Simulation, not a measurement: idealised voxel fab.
Herein follows the process module entitled voxel tone inversion.
Displayed cross-section: cut, width of 275 nm, square cells sized 5 nm.
We lay out every cross-section as a grid of square cells and spell it out in bands from the top down, where one band means one or more rows of cells. Top, bottom (nm), then materials left to right with widths (nm); lone material tagged "edge to edge" fills the whole band edge to edge; "blank" = empty space. Heads up on the height convention: 0 is the point under which the incoming wafer is all one material, and the lowest band has no bottom, it just keeps going down, like "top 0, no bottom". The width entry "30..40" should be interpreted row by row: the top row of cells in the band takes the first number, the bottom row takes the second number, and the change between adjacent rows is uniform throughout. Take "identical to before" at face value: in the step it is given for, the cross-section changed in none of its cells. "Closed internal cavities": empty spaces of 8 cells or more with no open way to the top, each given as width x height at distance, distance from the left edge, all in nm. after a step's settings: what the simulator itself notes on the step. What "overlay nm" on a step's line means: if the step has a mask, that mask lay this far to the right of its planned place, or, when the value is negative, to the left.
The steps planned for the process are as follows:
1) RECEIVE, material Si
2) CONFORMAL_DEP, material SiN, thk nm 10
3) DIRECTIONAL_DEP, material polySi, thk nm 20
4) PATTERN, tone cover, mask id POSTS, material resist, width nm 25, pitch nm 40, thk nm 30, overlay nm 0
5) DIRECTIONAL_ETCH, etch materials polySi, depth nm 20
6) STRIP, etch materials resist
7) FILL_DEP, material lowk, thk nm 5
8) CMP, height nm 30
9) STRIP, etch materials polySi
Shown in cross-section is the wafer as received, that is, as it stands after step 1:
  top 0, no bottom | Si edge to edge
  Closed internal cavities: none
End-of-module cross-section. Starting structure and process plan as above; one mistake made in running it:
  top 30, bottom 10 | 95 nm lowk, 25 nm blank, 15 nm lowk, 25 nm blank, 15 nm lowk, 25 nm blank, 75 nm lowk
  top 10, bottom 0 | SiN edge to edge
  top 0, no bottom | Si edge to edge
  Closed internal cavities: none
So what did we get wrong on this run? it should be noted that step 4 was executed with settings other than those planned, the operation and settings actually applied being PATTERN, tone cover, mask id POSTS, material resist, width nm 25, pitch nm 40, thk nm 30, overlay nm 10
